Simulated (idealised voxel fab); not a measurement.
This is a process module. Its name is voxel spacer lines.
In the cross-section labelled cut, the width is 245 nm and each square cell is 5 nm.
A cross-section is a grid of square cells, given in bands from the top down. A band is one or more rows of cells. Look at the band entry: it leads with the top's height and the bottom's height in nm. Then it lists the materials left to right, with a width in nm for each. The word "full width" on a single material says that material fills the band edge to edge. The word "empty" is empty space. The level at which height equals 0 is the one under which the wafer, as it arrives, is entirely one material. No lower edge exists for the bottom band, which continues downward and is notated as in "0 nm and below". Note: "30..40" means the width goes from the first number (top row of the band) to the second number (bottom row) in equal steps per row of cells. "remained unchanged" (step): cross-section cells unchanged, all of them. The entry titled "Closed void catalog" provides the empty spaces that have no open way to the top, restricted to those of 8 cells or more. Each is presented as width x height at distance, the distance being measured from the left edge, with all three in nm. That trailing text on a step's line, after the settings, is the simulator's own remark on the step. "overlay nm" answers the question of how far to the right of plan the mask lay on a step that has a mask, and when it is negative the answer is to the left.
Planned step list for the process:
| 1 | RECEIVE: material Si |
| 2 | CONFORMAL_DEP: material Al2O3, thk nm 10 |
| 3 | DIRECTIONAL_DEP: material SiN, thk nm 20 |
| 4 | DIRECTIONAL_DEP: material aC, thk nm 20 |
| 5 | PATTERN: tone cover, mask id MANDREL, material resist, width nm 25, pitch nm 70, thk nm 30, overlay nm 0 |
| 6 | DIRECTIONAL_ETCH: etch materials aC, depth nm 20 |
| 7 | STRIP: etch materials resist |
| 8 | CONFORMAL_DEP: material SiO2, thk nm 5 |
| 9 | DIRECTIONAL_ETCH: etch materials SiO2, depth nm 10 |
| 10 | STRIP: etch materials aC |
| 11 | DIRECTIONAL_ETCH: etch materials SiN, depth nm 20 |
| 12 | STRIP: etch materials SiO2 |
Every wafer here starts from the same state; it is the step 8 thk nm that distinguishes them, and the value the plan gives belongs to the first wafer.
Cross-section of the first incoming wafer of several, state after step 1:
  0 nm and below = Si full width
  Closed void catalog: none
Each row below is a wafer at the end of the module, listing for every material the number of cells it has gained (+) or lost (-) since it was received, followed by its closed voids:
thk nm 5 | +98 Al2O3 | +16 SiN | Closed void catalog: none
thk nm 10 | +98 Al2O3 | +32 SiN | Closed void catalog: none
thk nm 15 | +98 Al2O3 | +196 SiN | +40 aC | Closed void catalog: none
thk nm 20 | +98 Al2O3 | +196 SiN | +40 aC | Closed void catalog: none
thk nm 25 | +98 Al2O3 | +196 SiN | +40 aC | Closed void catalog: none
